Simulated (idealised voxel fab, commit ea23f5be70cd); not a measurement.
Process module under the name voxel self aligned contacts
The cross-section on display is named cut; it measures 215 nm wide, and its cells are 5 nm squares.
A cross-section in this document is a grid of square cells, and it is written down as bands, the top band listed before the ones below it; a band is made up of one or more rows of cells.
Each band's line starts with the height of the band's top and of its bottom, in nm. Then come its materials from left to right, each with its width in nm. One material with "throughout" fills the band from edge to edge. "air" is empty space.
Counting heights begins at 0, where everything beneath is, in the wafer as received, one material. The lowest band has no bottom; it goes on downwards, as "top 0, no bottom" shows.
A width given as "30..40" starts at the first number in the band's top row and ends at the second number in its bottom row, shifting by an equal amount at every step from row to row.
Step note "nothing got changed" = no cross-section cell changed.
Closed empty spaces (no open way to the top) of 8 cells or more are what "Enclosed cavity list" lists, each as width x height at distance from the left edge, nm for all three.
Anything after a step's settings on that line? It's the simulator's own note about the step.
Among the settings permitted on a step's line is "overlay nm"; applied to a step with a mask, it specifies the extent to which the mask lay to the right of its planned position, whereas a negative figure signifies a position to the left.

The following list gives the planned process steps
- 1: RECEIVE: material Si
- 2: OXIDIZE: depth nm 5
- 3: DIRECTIONAL_DEP: material polySi, thk nm 25
- 4: DIRECTIONAL_DEP: material SiN, thk nm 15
- 5: PATTERN: tone cover, mask id GATE, material resist, width nm 35, pitch nm 65, thk nm 20, overlay nm 0
- 6: DIRECTIONAL_ETCH: etch materials SiN, depth nm 15
- 7: DIRECTIONAL_ETCH: etch materials polySi, depth nm 25
- 8: STRIP: etch materials resist
- 9: CONFORMAL_DEP: material SiN, thk nm 5
- 10: DIRECTIONAL_ETCH: etch materials SiN, depth nm 5
- 11: FILL_DEP: material SiO2, thk nm 15
- 12: CMP: height nm 45
- 13: MASKED_ETCH: tone open, mask id CONTACT, width nm 30, etch materials SiO2, depth nm 50, overlay nm 0
- 14: CONFORMAL_DEP: material TiN, thk nm 5
- 15: FILL_DEP: material Ru, thk nm 10
- 16: CMP: height nm 45
- 17: CONFORMAL_DEP: material SiCN, thk nm 5
It is noted that the wafers described herein are identical at the outset and are distinguished by the width nm of step 13; the value stated in the plan corresponds to the first wafer.

As received, i.e. after step 1: cross-section through the first of several wafers
- top 0, no bottom = Si throughout
- Enclosed cavity list: none

First wafer at the end, after step 17
- top 50, bottom 45 = SiCN throughout
- top 45, bottom 40 = 90 SiO2, 10 TiN, 10 Ru, 10 TiN, 95 SiO2
- top 40, bottom 25 = 50 SiO2, 45 SiN, 5 TiN, 10 Ru, 5 TiN, 45 SiN, 55 SiO2
- top 25, bottom 0 = 50 SiO2, 5 SiN, 35 polySi, 5 SiN, 5 TiN, 10 Ru, 5 TiN, 5 SiN, 35 polySi, 5 SiN, 55 SiO2
- top 0, bottom -5 = 95 SiO2, 20 TiN, 100 SiO2
- top -5, no bottom = Si throughout
- Enclosed cavity list: none

Sectional view of the last wafer upon completion of the module
- top 50, bottom 45 = SiCN throughout
- top 45, bottom 40 = 80 SiO2, 20 TiN, 10 Ru, 25 TiN, 80 SiO2
- top 40, bottom 25 = 50 SiO2, 45 SiN, 5 TiN, 10 Ru, 5 TiN, 45 SiN, 55 SiO2
- top 25, bottom 0 = 50 SiO2, 5 SiN, 35 polySi, 5 SiN, 5 TiN, 10 Ru, 5 TiN, 5 SiN, 35 polySi, 5 SiN, 55 SiO2
- top 0, bottom -5 = 95 SiO2, 20 TiN, 100 SiO2
- top -5, no bottom = Si throughout
- Enclosed cavity list: none

Gained (+) or lost (-) cells of each material since receipt, then closed voids: one row per wafer, at the end of the module
width nm 30 | +18 Ru | -43 Si | +43 SiCN | +74 SiN | +244 SiO2 | +24 TiN | +70 polySi | Enclosed cavity list: none
width nm 35 | +18 Ru | -43 Si | +43 SiCN | +74 SiN | +243 SiO2 | +25 TiN | +70 polySi | Enclosed cavity list: none
width nm 40 | +18 Ru | -43 Si | +43 SiCN | +74 SiN | +242 SiO2 | +26 TiN | +70 polySi | Enclosed cavity list: none
width nm 45 | +18 Ru | -43 Si | +43 SiCN | +74 SiN | +241 SiO2 | +27 TiN | +70 polySi | Enclosed cavity list: none
width nm 50 | +18 Ru | -43 Si | +43 SiCN | +74 SiN | +240 SiO2 | +28 TiN | +70 polySi | Enclosed cavity list: none
width nm 55 | +18 Ru | -43 Si | +43 SiCN | +74 SiN | +239 SiO2 | +29 TiN | +70 polySi | Enclosed cavity list: none
